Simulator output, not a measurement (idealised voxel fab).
process module | voxel self aligned contacts
Cross-section cut: width 235 nm, square cells of 5 nm.
Cross-section = grid of square cells, listed top down in bands; band = one or more rows.
Band: top height; bottom height; in nm. Then, left to right: material with width in nm, for each material. "throughout": a single material spanning edge to edge. "air": empty space.
Heights are reckoned from 0. Under this level, the received wafer is all of one material. The bottommost band is open-ended downward, for example "0..down".
It should be noted that a width expressed as "30 to 40" varies in equal increments from row to row of cells within the band, taking the value of the first number at the top row and that of the second number at the bottom row.
"no modifications" for a step: no cell of the cross-section changed in that step.
Enclosed voids (no open way to top), threshold 8 cells or more, entry "Enclosed void listing", notation width x height at distance, distance from left edge, nm.
What comes after the settings on a step's line is commentary from the simulator itself on that step.
You can add "overlay nm" to a step's line. For a step with a mask, it describes how far the mask lay to the right of its planned position, and a negative number describes a lay to the left.
How should the pairs below be read? Each gives the cross-section before one process step and the cross-section after it, the latter drawn only to the lowest band that changed; the step that lies between them, with its settings, appears under the pair. Does a pair pick up where the pair above left off? Only where its entry headed "Status quo ante" says so, since pairs can come from different runs of this module on the same starting wafer.

## Status quo ante
	0..down  Si throughout
	Enclosed void listing: none

## Post-Step Appearance
	0..-5  SiO2 throughout
	Whatever lies below -5 is exactly as it was before.
	Enclosed void listing: none
Looking at the two cross-sections above, the step in the middle is OXIDIZE [depth nm 5]

Status quo ante: This step starts from the configuration shown after the step in the pair immediately above.

## Post-Step Appearance
	20..0  polySi throughout
	Whatever lies below 0 is exactly as it was before.
	Enclosed void listing: none
Looking at the two cross-sections above, the step in the middle is DIRECTIONAL_DEP [material polySi] [thk nm 20]

Status quo ante: This step starts from the configuration shown after the step in the pair immediately above.

## Post-Step Appearance
	40..20  SiN throughout
	Whatever lies below 20 is exactly as it was before.
	Enclosed void listing: none
Looking at the two cross-sections above, the step in the middle is DIRECTIONAL_DEP [material SiN] [thk nm 20]

Status quo ante: This step starts from the configuration shown after the step in the pair immediately above.

## Post-Step Appearance
	40..20  65 air, 30 SiN, 40 air, 30 SiN, 70 air
	Whatever lies below 20 is exactly as it was before.
	Enclosed void listing: none
Looking at the two cross-sections above, the step in the middle is MASKED_ETCH [tone cover] [mask id GATE] [width nm 30] [pitch nm 70] [etch materials SiN] [depth nm 20] [overlay nm 0]

Status quo ante: This step starts from the configuration shown after the step in the pair immediately above.

## Post-Step Appearance
	40..20  65 air, 30 SiN, 40 air, 30 SiN, 70 air
	20..0  65 air, 30 polySi, 40 air, 30 polySi, 70 air
	Whatever lies below 0 is exactly as it was before.
	Enclosed void listing: none
Looking at the two cross-sections above, the step in the middle is MASKED_ETCH [tone cover] [mask id GATE] [width nm 30] [pitch nm 70] [etch materials polySi] [depth nm 20] [overlay nm 0]

Status quo ante: This step starts from the configuration shown after the step in the pair immediately above.

## Post-Step Appearance
	50..20  55 air, 50 SiN, 20 air, 50 SiN, 60 air
	20..10  55 air, 10 SiN, 30 polySi, 10 SiN, 20 air, 10 SiN, 30 polySi, 10 SiN, 60 air
	10..0  65 SiN, 30 polySi, 40 SiN, 30 polySi, 70 SiN
	Whatever lies below 0 is exactly as it was before.
	Enclosed void listing: none
Looking at the two cross-sections above, the step in the middle is CONFORMAL_DEP [material SiN] [thk nm 10]

Status quo ante: This step starts from the configuration shown after the step in the pair immediately above.

## Post-Step Appearance
	40..20  55 air, 50 SiN, 20 air, 50 SiN, 60 air
	20..0  55 air, 10 SiN, 30 polySi, 10 SiN, 20 air, 10 SiN, 30 polySi, 10 SiN, 60 air
	Whatever lies below 0 is exactly as it was before.
	Enclosed void listing: none
Looking at the two cross-sections above, the step in the middle is DIRECTIONAL_ETCH [etch materials SiN] [depth nm 10]

Status quo ante: This step starts from the configuration shown after the step in the pair immediately above.

## Post-Step Appearance
	50..40  SiO2 throughout
	40..20  55 SiO2, 50 SiN, 20 SiO2, 50 SiN, 60 SiO2
	20..0  55 SiO2, 10 SiN, 30 polySi, 10 SiN, 20 SiO2, 10 SiN, 30 polySi, 10 SiN, 60 SiO2
	Whatever lies below 0 is exactly as it was before.
	Enclosed void listing: none
Looking at the two cross-sections above, the step in the middle is FILL_DEP [material SiO2] [thk nm 10]

Status quo ante: This step starts from the configuration shown after the step in the pair immediately above.

## Post-Step Appearance
	45..40  SiO2 throughout
	Whatever lies below 40 is exactly as it was before.
	Enclosed void listing: none
Looking at the two cross-sections above, the step in the middle is CMP [height nm 45]

Status quo ante: This step starts from the configuration shown after the step in the pair immediately above.

## Post-Step Appearance
	55..45  aC throughout
	Whatever lies below 45 is exactly as it was before.
	Enclosed void listing: none
Looking at the two cross-sections above, the step in the middle is DIRECTIONAL_DEP [material aC] [thk nm 10]

Status quo ante: This step starts from the configuration shown after the step in the pair immediately above.

## Post-Step Appearance
	85..55  90 resist, 50 air, 95 resist
	Whatever lies below 55 is exactly as it was before.
	Enclosed void listing: none
Looking at the two cross-sections above, the step in the middle is PATTERN [tone open] [mask id CONTACT] [material resist] [width nm 50] [thk nm 30] [overlay nm 0]

Status quo ante: This step starts from the configuration shown after the step in the pair immediately above.

## Post-Step Appearance
	75..55  90 resist, 50 air, 95 resist
	55..45  90 aC, 50 air, 95 aC
	Whatever lies below 45 is exactly as it was before.
	Enclosed void listing: none
Looking at the two cross-sections above, the step in the middle is DIRECTIONAL_ETCH [etch materials aC] [depth nm 10]

Status quo ante: This step starts from the configuration shown after the step in the pair immediately above.

## Post-Step Appearance
	55..45  90 aC, 50 air, 95 aC
	Whatever lies below 45 is exactly as it was before.
	Enclosed void listing: none
Looking at the two cross-sections above, the step in the middle is STRIP [etch materials resist]

Status quo ante: This step starts from the configuration shown after the step in the pair immediately above.

## Post-Step Appearance
	55..45  90 aC, 50 air, 95 aC
	45..40  90 SiO2, 50 air, 95 SiO2
	40..20  55 SiO2, 50 SiN, 20 air, 50 SiN, 60 SiO2
	20..0  55 SiO2, 10 SiN, 30 polySi, 10 SiN, 20 air, 10 SiN, 30 polySi, 10 SiN, 60 SiO2
	0..-5  105 SiO2, 20 air, 110 SiO2
	Whatever lies below -5 is exactly as it was before.
	Enclosed void listing: none
Looking at the two cross-sections above, the step in the middle is DIRECTIONAL_ETCH [etch materials SiO2] [depth nm 50]

Status quo ante: This step starts from the configuration shown after the step in the pair immediately above.

## Post-Step Appearance
	45..40  90 SiO2, 50 air, 95 SiO2
	Whatever lies below 40 is exactly as it was before.
	Enclosed void listing: none
Looking at the two cross-sections above, the step in the middle is STRIP [etch materials aC]

Status quo ante: This step starts from the configuration shown after the step in the pair immediately above.

## Post-Step Appearance
	50..45  95 TiN, 40 air, 100 TiN
	45..40  90 SiO2, 20 TiN, 10 air, 20 TiN, 95 SiO2
	40..20  55 SiO2, 50 SiN, 5 TiN, 10 air, 5 TiN, 50 SiN, 60 SiO2
	20..0  55 SiO2, 10 SiN, 30 polySi, 10 SiN, 5 TiN, 10 air, 5 TiN, 10 SiN, 30 polySi, 10 SiN, 60 SiO2
	0..-5  105 SiO2, 20 TiN, 110 SiO2
	Whatever lies below -5 is exactly as it was before.
	Enclosed void listing: none
Looking at the two cross-sections above, the step in the middle is CONFORMAL_DEP [material TiN] [thk nm 5]

Status quo ante: This step starts from the configuration shown after the step in the pair immediately above.

## Post-Step Appearance
	60..50  Ru throughout
	50..45  95 TiN, 40 Ru, 100 TiN
	45..40  90 SiO2, 20 TiN, 10 Ru, 20 TiN, 95 SiO2
	40..20  55 SiO2, 50 SiN, 5 TiN, 10 Ru, 5 TiN, 50 SiN, 60 SiO2
	20..0  55 SiO2, 10 SiN, 30 polySi, 10 SiN, 5 TiN, 10 Ru, 5 TiN, 10 SiN, 30 polySi, 10 SiN, 60 SiO2
	Whatever lies below 0 is exactly as it was before.
	Enclosed void listing: none
Looking at the two cross-sections above, the step in the middle is FILL_DEP [material Ru] [thk nm 10]

Status quo ante: This step starts from the configuration shown after the step in the pair immediately above.

## Post-Step Appearance
	45..40  90 SiO2, 20 TiN, 10 Ru, 20 TiN, 95 SiO2
	Whatever lies below 40 is exactly as it was before.
	Enclosed void listing: none
Looking at the two cross-sections above, the step in the middle is CMP [height nm 45]

Status quo ante: This step starts from the configuration shown after the step in the pair immediately above.

## Post-Step Appearance
	50..45  SiN throughout
	Whatever lies below 45 is exactly as it was before.
	Enclosed void listing: none
Looking at the two cross-sections above, the step in the middle is CONFORMAL_DEP [material SiN] [thk nm 5]

## Status quo ante
	60..50  Ru throughout
	50..45  95 TiN, 40 Ru, 100 TiN
	45..40  90 SiO2, 20 TiN, 10 Ru, 20 TiN, 95 SiO2
	40..20  55 SiO2, 50 SiN, 5 TiN, 10 Ru, 5 TiN, 50 SiN, 60 SiO2
	20..0  55 SiO2, 10 SiN, 30 polySi, 10 SiN, 5 TiN, 10 Ru, 5 TiN, 10 SiN, 30 polySi, 10 SiN, 60 SiO2
	0..-5  105 SiO2, 20 TiN, 110 SiO2
	-5..down  Si throughout
	Enclosed void listing: none

## Post-Step Appearance
	65..60  SiN throughout
	Whatever lies below 60 is exactly as it was before.
	Enclosed void listing: none
Looking at the two cross-sections above, the step in the middle is CONFORMAL_DEP [material SiN] [thk nm 5]

## Status quo ante
	20..0  polySi throughout
	0..-5  SiO2 throughout
	-5..down  Si throughout
	Enclosed void listing: none

## Post-Step Appearance
	40..0  polySi throughout
	Whatever lies below 0 is exactly as it was before.
	Enclosed void listing: none
Looking at the two cross-sections above, the step in the middle is DIRECTIONAL_DEP [material polySi] [thk nm 20]

Status quo ante: This step starts from the configuration shown after the step in the pair immediately above.

## Post-Step Appearance
	60..40  SiN throughout
	Whatever lies below 40 is exactly as it was before.
	Enclosed void listing: none
Looking at the two cross-sections above, the step in the middle is DIRECTIONAL_DEP [material SiN] [thk nm 20]

Status quo ante: This step starts from the configuration shown after the step in the pair immediately above.

## Post-Step Appearance
	60..40  65 air, 30 SiN, 40 air, 30 SiN, 70 air
	Whatever lies below 40 is exactly as it was before.
	Enclosed void listing: none
Looking at the two cross-sections above, the step in the middle is MASKED_ETCH [tone cover] [mask id GATE] [width nm 30] [pitch nm 70] [etch materials SiN] [depth nm 20] [overlay nm 0]

Status quo ante: This step starts from the configuration shown after the step in the pair immediately above.

## Post-Step Appearance
	60..40  65 air, 30 SiN, 40 air, 30 SiN, 70 air
	40..20  65 air, 30 polySi, 40 air, 30 polySi, 70 air
	Whatever lies below 20 is exactly as it was before.
	Enclosed void listing: none
Looking at the two cross-sections above, the step in the middle is MASKED_ETCH [tone cover] [mask id GATE] [width nm 30] [pitch nm 70] [etch materials polySi] [depth nm 20] [overlay nm 0]

Status quo ante: This step starts from the configuration shown after the step in the pair immediately above.

## Post-Step Appearance
	70..40  55 air, 50 SiN, 20 air, 50 SiN, 60 air
	40..30  55 air, 10 SiN, 30 polySi, 10 SiN, 20 air, 10 SiN, 30 polySi, 10 SiN, 60 air
	30..20  65 SiN, 30 polySi, 40 SiN, 30 polySi, 70 SiN
	Whatever lies below 20 is exactly as it was before.
	Enclosed void listing: none
Looking at the two cross-sections above, the step in the middle is CONFORMAL_DEP [material SiN] [thk nm 10]

Status quo ante: This step starts from the configuration shown after the step in the pair immediately above.

## Post-Step Appearance
	60..40  55 air, 50 SiN, 20 air, 50 SiN, 60 air
	40..20  55 air, 10 SiN, 30 polySi, 10 SiN, 20 air, 10 SiN, 30 polySi, 10 SiN, 60 air
	Whatever lies below 20 is exactly as it was before.
	Enclosed void listing: none
Looking at the two cross-sections above, the step in the middle is DIRECTIONAL_ETCH [etch materials SiN] [depth nm 10]

Status quo ante: This step starts from the configuration shown after the step in the pair immediately above.

## Post-Step Appearance
	70..60  SiO2 throughout
	60..40  55 SiO2, 50 SiN, 20 SiO2, 50 SiN, 60 SiO2
	40..20  55 SiO2, 10 SiN, 30 polySi, 10 SiN, 20 SiO2, 10 SiN, 30 polySi, 10 SiN, 60 SiO2
	Whatever lies below 20 is exactly as it was before.
	Enclosed void listing: none
Looking at the two cross-sections above, the step in the middle is FILL_DEP [material SiO2] [thk nm 10]

Status quo ante: This step starts from the configuration shown after the step in the pair immediately above.

## Post-Step Appearance
	45..40  55 SiO2, 50 SiN, 20 SiO2, 50 SiN, 60 SiO2
	Whatever lies below 40 is exactly as it was before.
	Enclosed void listing: none
Looking at the two cross-sections above, the step in the middle is CMP [height nm 45]

Status quo ante: This step starts from the configuration shown after the step in the pair immediately above.

## Post-Step Appearance
	55..45  aC throughout
	Whatever lies below 45 is exactly as it was before.
	Enclosed void listing: none
Looking at the two cross-sections above, the step in the middle is DIRECTIONAL_DEP [material aC] [thk nm 10]

Status quo ante: This step starts from the configuration shown after the step in the pair immediately above.

## Post-Step Appearance
	85..55  90 resist, 50 air, 95 resist
	Whatever lies below 55 is exactly as it was before.
	Enclosed void listing: none
Looking at the two cross-sections above, the step in the middle is PATTERN [tone open] [mask id CONTACT] [material resist] [width nm 50] [thk nm 30] [overlay nm 0]

Status quo ante: This step starts from the configuration shown after the step in the pair immediately above.

## Post-Step Appearance
	75..55  90 resist, 50 air, 95 resist
	55..45  90 aC, 50 air, 95 aC
	Whatever lies below 45 is exactly as it was before.
	Enclosed void listing: none
Looking at the two cross-sections above, the step in the middle is DIRECTIONAL_ETCH [etch materials aC] [depth nm 10]

Status quo ante: This step starts from the configuration shown after the step in the pair immediately above.

## Post-Step Appearance
	55..45  90 aC, 50 air, 95 aC
	Whatever lies below 45 is exactly as it was before.
	Enclosed void listing: none
Looking at the two cross-sections above, the step in the middle is STRIP [etch materials resist]

Status quo ante: This step starts from the configuration shown after the step in the pair immediately above.

## Post-Step Appearance
	55..45  90 aC, 50 air, 95 aC
	45..40  55 SiO2, 50 SiN, 20 air, 50 SiN, 60 SiO2
	40..20  55 SiO2, 10 SiN, 30 polySi, 10 SiN, 20 air, 10 SiN, 30 polySi, 10 SiN, 60 SiO2
	Whatever lies below 20 is exactly as it was before.
	Enclosed void listing: none
Looking at the two cross-sections above, the step in the middle is DIRECTIONAL_ETCH [etch materials SiO2] [depth nm 50]

Status quo ante: This step starts from the configuration shown after the step in the pair immediately above.

## Post-Step Appearance
	45..40  55 SiO2, 50 SiN, 20 air, 50 SiN, 60 SiO2
	Whatever lies below 40 is exactly as it was before.
	Enclosed void listing: none
Looking at the two cross-sections above, the step in the middle is STRIP [etch materials aC]

Status quo ante: This step starts from the configuration shown after the step in the pair immediately above.

## Post-Step Appearance
	50..45  110 TiN, 10 air, 115 TiN
	45..40  55 SiO2, 50 SiN, 5 TiN, 10 air, 5 TiN, 50 SiN, 60 SiO2
	40..25  55 SiO2, 10 SiN, 30 polySi, 10 SiN, 5 TiN, 10 air, 5 TiN, 10 SiN, 30 polySi, 10 SiN, 60 SiO2
	25..20  55 SiO2, 10 SiN, 30 polySi, 10 SiN, 20 TiN, 10 SiN, 30 polySi, 10 SiN, 60 SiO2
	Whatever lies below 20 is exactly as it was before.
	Enclosed void listing: none
Looking at the two cross-sections above, the step in the middle is CONFORMAL_DEP [material TiN] [thk nm 5]

Status quo ante: This step starts from the configuration shown after the step in the pair immediately above.

## Post-Step Appearance
	60..50  Ru throughout
	50..45  110 TiN, 10 Ru, 115 TiN
	45..40  55 SiO2, 50 SiN, 5 TiN, 10 Ru, 5 TiN, 50 SiN, 60 SiO2
	40..25  55 SiO2, 10 SiN, 30 polySi, 10 SiN, 5 TiN, 10 Ru, 5 TiN, 10 SiN, 30 polySi, 10 SiN, 60 SiO2
	Whatever lies below 25 is exactly as it was before.
	Enclosed void listing: none
Looking at the two cross-sections above, the step in the middle is FILL_DEP [material Ru] [thk nm 10]

Status quo ante: This step starts from the configuration shown after the step in the pair immediately above.

## Post-Step Appearance
	45..40  55 SiO2, 50 SiN, 5 TiN, 10 Ru, 5 TiN, 50 SiN, 60 SiO2
	Whatever lies below 40 is exactly as it was before.
	Enclosed void listing: none
Looking at the two cross-sections above, the step in the middle is CMP [height nm 45]

Status quo ante: This step starts from the configuration shown after the step in the pair immediately above.

## Post-Step Appearance
	50..45  SiN throughout
	Whatever lies below 45 is exactly as it was before.
	Enclosed void listing: none
Looking at the two cross-sections above, the step in the middle is CONFORMAL_DEP [material SiN] [thk nm 5]

## Status quo ante
	40..20  65 air, 30 SiN, 40 air, 30 SiN, 70 air
	20..0  65 air, 30 polySi, 40 air, 30 polySi, 70 air
	0..-5  SiO2 throughout
	-5..down  Si throughout
	Enclosed void listing: none

## Post-Step Appearance
	30..20  65 air, 30 SiN, 40 air, 30 SiN, 70 air
	Whatever lies below 20 is exactly as it was before.
	Enclosed void listing: none
Looking at the two cross-sections above, the step in the middle is DIRECTIONAL_ETCH [etch materials SiN] [depth nm 10]

Status quo ante: This step starts from the configuration shown after the step in the pair immediately above.

## Post-Step Appearance
	40..20  55 air, 50 SiN, 20 air, 50 SiN, 60 air
	20..10  55 air, 10 SiN, 30 polySi, 10 SiN, 20 air, 10 SiN, 30 polySi, 10 SiN, 60 air
	10..0  65 SiN, 30 polySi, 40 SiN, 30 polySi, 70 SiN
	Whatever lies below 0 is exactly as it was before.
	Enclosed void listing: none
Looking at the two cross-sections above, the step in the middle is CONFORMAL_DEP [material SiN] [thk nm 10]

Status quo ante: This step starts from the configuration shown after the step in the pair immediately above.

## Post-Step Appearance
	50..40  SiO2 throughout
	40..20  55 SiO2, 50 SiN, 20 SiO2, 50 SiN, 60 SiO2
	20..10  55 SiO2, 10 SiN, 30 polySi, 10 SiN, 20 SiO2, 10 SiN, 30 polySi, 10 SiN, 60 SiO2
	Whatever lies below 10 is exactly as it was before.
	Enclosed void listing: none
Looking at the two cross-sections above, the step in the middle is FILL_DEP [material SiO2] [thk nm 10]

Status quo ante: This step starts from the configuration shown after the step in the pair immediately above.

## Post-Step Appearance
	45..40  SiO2 throughout
	Whatever lies below 40 is exactly as it was before.
	Enclosed void listing: none
Looking at the two cross-sections above, the step in the middle is CMP [height nm 45]

Status quo ante: This step starts from the configuration shown after the step in the pair immediately above.

## Post-Step Appearance
	55..45  aC throughout
	Whatever lies below 45 is exactly as it was before.
	Enclosed void listing: none
Looking at the two cross-sections above, the step in the middle is DIRECTIONAL_DEP [material aC] [thk nm 10]

Status quo ante: This step starts from the configuration shown after the step in the pair immediately above.

## Post-Step Appearance
	85..55  90 resist, 50 air, 95 resist
	Whatever lies below 55 is exactly as it was before.
	Enclosed void listing: none
Looking at the two cross-sections above, the step in the middle is PATTERN [tone open] [mask id CONTACT] [material resist] [width nm 50] [thk nm 30] [overlay nm 0]

Status quo ante: This step starts from the configuration shown after the step in the pair immediately above.

## Post-Step Appearance
	75..55  90 resist, 50 air, 95 resist
	55..45  90 aC, 50 air, 95 aC
	Whatever lies below 45 is exactly as it was before.
	Enclosed void listing: none
Looking at the two cross-sections above, the step in the middle is DIRECTIONAL_ETCH [etch materials aC] [depth nm 10]

Status quo ante: This step starts from the configuration shown after the step in the pair immediately above.

## Post-Step Appearance
	55..45  90 aC, 50 air, 95 aC
	Whatever lies below 45 is exactly as it was before.
	Enclosed void listing: none
Looking at the two cross-sections above, the step in the middle is STRIP [etch materials resist]

Status quo ante: This step starts from the configuration shown after the step in the pair immediately above.

## Post-Step Appearance
	55..45  90 aC, 50 air, 95 aC
	45..40  90 SiO2, 50 air, 95 SiO2
	40..20  55 SiO2, 50 SiN, 20 air, 50 SiN, 60 SiO2
	20..10  55 SiO2, 10 SiN, 30 polySi, 10 SiN, 20 air, 10 SiN, 30 polySi, 10 SiN, 60 SiO2
	Whatever lies below 10 is exactly as it was before.
	Enclosed void listing: none
Looking at the two cross-sections above, the step in the middle is DIRECTIONAL_ETCH [etch materials SiO2] [depth nm 50]

Status quo ante: This step starts from the configuration shown after the step in the pair immediately above.

## Post-Step Appearance
	45..40  90 SiO2, 50 air, 95 SiO2
	Whatever lies below 40 is exactly as it was before.
	Enclosed void listing: none
Looking at the two cross-sections above, the step in the middle is STRIP [etch materials aC]

Status quo ante: This step starts from the configuration shown after the step in the pair immediately above.

## Post-Step Appearance
	50..45  95 TiN, 40 air, 100 TiN
	45..40  90 SiO2, 20 TiN, 10 air, 20 TiN, 95 SiO2
	40..20  55 SiO2, 50 SiN, 5 TiN, 10 air, 5 TiN, 50 SiN, 60 SiO2
	20..15  55 SiO2, 10 SiN, 30 polySi, 10 SiN, 5 TiN, 10 air, 5 TiN, 10 SiN, 30 polySi, 10 SiN, 60 SiO2
	15..10  55 SiO2, 10 SiN, 30 polySi, 10 SiN, 20 TiN, 10 SiN, 30 polySi, 10 SiN, 60 SiO2
	Whatever lies below 10 is exactly as it was before.
	Enclosed void listing: none
Looking at the two cross-sections above, the step in the middle is CONFORMAL_DEP [material TiN] [thk nm 5]

Status quo ante: This step starts from the configuration shown after the step in the pair immediately above.

## Post-Step Appearance
	60..50  Ru throughout
	50..45  95 TiN, 40 Ru, 100 TiN
	45..40  90 SiO2, 20 TiN, 10 Ru, 20 TiN, 95 SiO2
	40..20  55 SiO2, 50 SiN, 5 TiN, 10 Ru, 5 TiN, 50 SiN, 60 SiO2
	20..15  55 SiO2, 10 SiN, 30 polySi, 10 SiN, 5 TiN, 10 Ru, 5 TiN, 10 SiN, 30 polySi, 10 SiN, 60 SiO2
	Whatever lies below 15 is exactly as it was before.
	Enclosed void listing: none
Looking at the two cross-sections above, the step in the middle is FILL_DEP [material Ru] [thk nm 10]

Status quo ante: This step starts from the configuration shown after the step in the pair immediately above.

## Post-Step Appearance
	45..40  90 SiO2, 20 TiN, 10 Ru, 20 TiN, 95 SiO2
	Whatever lies below 40 is exactly as it was before.
	Enclosed void listing: none
Looking at the two cross-sections above, the step in the middle is CMP [height nm 45]

Status quo ante: This step starts from the configuration shown after the step in the pair immediately above.

## Post-Step Appearance
	50..45  SiN throughout
	Whatever lies below 45 is exactly as it was before.
	Enclosed void listing: none
Looking at the two cross-sections above, the step in the middle is CONFORMAL_DEP [material SiN] [thk nm 5]

## Status quo ante
	40..20  65 air, 30 SiN, 40 air, 30 SiN, 70 air
	20..0  polySi throughout
	0..-5  SiO2 throughout
	-5..down  Si throughout
	Enclosed void listing: none

## Post-Step Appearance
	40..20  65 air, 30 SiN, 40 air, 30 SiN, 70 air
	20..5  65 air, 30 polySi, 40 air, 30 polySi, 70 air
	Whatever lies below 5 is exactly as it was before.
	Enclosed void listing: none
Looking at the two cross-sections above, the step in the middle is MASKED_ETCH [tone cover] [mask id GATE] [width nm 30] [pitch nm 70] [etch materials polySi] [depth nm 15] [overlay nm 0]

Status quo ante: This step starts from the configuration shown after the step in the pair immediately above.

## Post-Step Appearance
	50..20  55 air, 50 SiN, 20 air, 50 SiN, 60 air
	20..15  55 air, 10 SiN, 30 polySi, 10 SiN, 20 air, 10 SiN, 30 polySi, 10 SiN, 60 air
	15..5  65 SiN, 30 polySi, 40 SiN, 30 polySi, 70 SiN
	Whatever lies below 5 is exactly as it was before.
	Enclosed void listing: none
Looking at the two cross-sections above, the step in the middle is CONFORMAL_DEP [material SiN] [thk nm 10]

Status quo ante: This step starts from the configuration shown after the step in the pair immediately above.

## Post-Step Appearance
	40..20  55 air, 50 SiN, 20 air, 50 SiN, 60 air
	20..5  55 air, 10 SiN, 30 polySi, 10 SiN, 20 air, 10 SiN, 30 polySi, 10 SiN, 60 air
	Whatever lies below 5 is exactly as it was before.
	Enclosed void listing: none
Looking at the two cross-sections above, the step in the middle is DIRECTIONAL_ETCH [etch materials SiN] [depth nm 10]

Status quo ante: This step starts from the configuration shown after the step in the pair immediately above.

## Post-Step Appearance
	50..40  SiO2 throughout
	40..20  55 SiO2, 50 SiN, 20 SiO2, 50 SiN, 60 SiO2
	20..5  55 SiO2, 10 SiN, 30 polySi, 10 SiN, 20 SiO2, 10 SiN, 30 polySi, 10 SiN, 60 SiO2
	Whatever lies below 5 is exactly as it was before.
	Enclosed void listing: none
Looking at the two cross-sections above, the step in the middle is FILL_DEP [material SiO2] [thk nm 10]

Status quo ante: This step starts from the configuration shown after the step in the pair immediately above.

## Post-Step Appearance
	45..40  SiO2 throughout
	Whatever lies below 40 is exactly as it was before.
	Enclosed void listing: none
Looking at the two cross-sections above, the step in the middle is CMP [height nm 45]

Status quo ante: This step starts from the configuration shown after the step in the pair immediately above.

## Post-Step Appearance
	55..45  aC throughout
	Whatever lies below 45 is exactly as it was before.
	Enclosed void listing: none
Looking at the two cross-sections above, the step in the middle is DIRECTIONAL_DEP [material aC] [thk nm 10]

Status quo ante: This step starts from the configuration shown after the step in the pair immediately above.

## Post-Step Appearance
	85..55  90 resist, 50 air, 95 resist
	Whatever lies below 55 is exactly as it was before.
	Enclosed void listing: none
Looking at the two cross-sections above, the step in the middle is PATTERN [tone open] [mask id CONTACT] [material resist] [width nm 50] [thk nm 30] [overlay nm 0]

Status quo ante: This step starts from the configuration shown after the step in the pair immediately above.

## Post-Step Appearance
	75..55  90 resist, 50 air, 95 resist
	55..45  90 aC, 50 air, 95 aC
	Whatever lies below 45 is exactly as it was before.
	Enclosed void listing: none
Looking at the two cross-sections above, the step in the middle is DIRECTIONAL_ETCH [etch materials aC] [depth nm 10]

Status quo ante: This step starts from the configuration shown after the step in the pair immediately above.

## Post-Step Appearance
	55..45  90 aC, 50 air, 95 aC
	Whatever lies below 45 is exactly as it was before.
	Enclosed void listing: none
Looking at the two cross-sections above, the step in the middle is STRIP [etch materials resist]

Status quo ante: This step starts from the configuration shown after the step in the pair immediately above.

## Post-Step Appearance
	55..45  90 aC, 50 air, 95 aC
	45..40  90 SiO2, 50 air, 95 SiO2
	40..20  55 SiO2, 50 SiN, 20 air, 50 SiN, 60 SiO2
	20..5  55 SiO2, 10 SiN, 30 polySi, 10 SiN, 20 air, 10 SiN, 30 polySi, 10 SiN, 60 SiO2
	Whatever lies below 5 is exactly as it was before.
	Enclosed void listing: none
Looking at the two cross-sections above, the step in the middle is DIRECTIONAL_ETCH [etch materials SiO2] [depth nm 50]

Status quo ante: This step starts from the configuration shown after the step in the pair immediately above.

## Post-Step Appearance
	45..40  90 SiO2, 50 air, 95 SiO2
	Whatever lies below 40 is exactly as it was before.
	Enclosed void listing: none
Looking at the two cross-sections above, the step in the middle is STRIP [etch materials aC]

Status quo ante: This step starts from the configuration shown after the step in the pair immediately above.

## Post-Step Appearance
	50..45  95 TiN, 40 air, 100 TiN
	45..40  90 SiO2, 20 TiN, 10 air, 20 TiN, 95 SiO2
	40..20  55 SiO2, 50 SiN, 5 TiN, 10 air, 5 TiN, 50 SiN, 60 SiO2
	20..10  55 SiO2, 10 SiN, 30 polySi, 10 SiN, 5 TiN, 10 air, 5 TiN, 10 SiN, 30 polySi, 10 SiN, 60 SiO2
	10..5  55 SiO2, 10 SiN, 30 polySi, 10 SiN, 20 TiN, 10 SiN, 30 polySi, 10 SiN, 60 SiO2
	Whatever lies below 5 is exactly as it was before.
	Enclosed void listing: none
Looking at the two cross-sections above, the step in the middle is CONFORMAL_DEP [material TiN] [thk nm 5]

Status quo ante: This step starts from the configuration shown after the step in the pair immediately above.

## Post-Step Appearance
	60..50  Ru throughout
	50..45  95 TiN, 40 Ru, 100 TiN
	45..40  90 SiO2, 20 TiN, 10 Ru, 20 TiN, 95 SiO2
	40..20  55 SiO2, 50 SiN, 5 TiN, 10 Ru, 5 TiN, 50 SiN, 60 SiO2
	20..10  55 SiO2, 10 SiN, 30 polySi, 10 SiN, 5 TiN, 10 Ru, 5 TiN, 10 SiN, 30 polySi, 10 SiN, 60 SiO2
	Whatever lies below 10 is exactly as it was before.
	Enclosed void listing: none
Looking at the two cross-sections above, the step in the middle is FILL_DEP [material Ru] [thk nm 10]

Status quo ante: This step starts from the configuration shown after the step in the pair immediately above.

## Post-Step Appearance
	45..40  90 SiO2, 20 TiN, 10 Ru, 20 TiN, 95 SiO2
	Whatever lies below 40 is exactly as it was before.
	Enclosed void listing: none
Looking at the two cross-sections above, the step in the middle is CMP [height nm 45]

Status quo ante: This step starts from the configuration shown after the step in the pair immediately above.

## Post-Step Appearance
	50..45  SiN throughout
	Whatever lies below 45 is exactly as it was before.
	Enclosed void listing: none
Looking at the two cross-sections above, the step in the middle is CONFORMAL_DEP [material SiN] [thk nm 5]

## Status quo ante
	40..20  65 air, 30 SiN, 40 air, 30 SiN, 70 air
	20..0  polySi throughout
	0..-5  SiO2 throughout
	-5..down  Si throughout
	Enclosed void listing: none

## Post-Step Appearance
	40..20  65 air, 30 SiN, 40 air, 30 SiN, 70 air
	20..0  60 air, 40 polySi, 30 air, 40 polySi, 65 air
	Whatever lies below 0 is exactly as it was before.
	Enclosed void listing: none
Looking at the two cross-sections above, the step in the middle is MASKED_ETCH [tone cover] [mask id GATE] [width nm 40] [pitch nm 70] [etch materials polySi] [depth nm 20] [overlay nm 0]

Status quo ante: This step starts from the configuration shown after the step in the pair immediately above.

## Post-Step Appearance
	50..30  55 air, 50 SiN, 20 air, 50 SiN, 60 air
	30..20  50 air, 60 SiN, 10 air, 60 SiN, 55 air
	20..10  50 air, 10 SiN, 40 polySi, 10 SiN, 10 air, 10 SiN, 40 polySi, 10 SiN, 55 air
	10..0  60 SiN, 40 polySi, 30 SiN, 40 polySi, 65 SiN
	Whatever lies below 0 is exactly as it was before.
	Enclosed void listing: none
Looking at the two cross-sections above, the step in the middle is CONFORMAL_DEP [material SiN] [thk nm 10]

Status quo ante: This step starts from the configuration shown after the step in the pair immediately above.

## Post-Step Appearance
	40..20  55 air, 50 SiN, 20 air, 50 SiN, 60 air
	20..0  50 air, 10 SiN, 40 polySi, 10 SiN, 10 air, 10 SiN, 40 polySi, 10 SiN, 55 air
	Whatever lies below 0 is exactly as it was before.
	Enclosed void listing: none
Looking at the two cross-sections above, the step in the middle is DIRECTIONAL_ETCH [etch materials SiN] [depth nm 10]

Status quo ante: This step starts from the configuration shown after the step in the pair immediately above.

## Post-Step Appearance
	50..40  SiO2 throughout
	40..20  55 SiO2, 50 SiN, 20 SiO2, 50 SiN, 60 SiO2
	20..0  50 SiO2, 10 SiN, 40 polySi, 10 SiN, 10 SiO2, 10 SiN, 40 polySi, 10 SiN, 55 SiO2
	Whatever lies below 0 is exactly as it was before.
	Enclosed void listing: none
Looking at the two cross-sections above, the step in the middle is FILL_DEP [material SiO2] [thk nm 10]
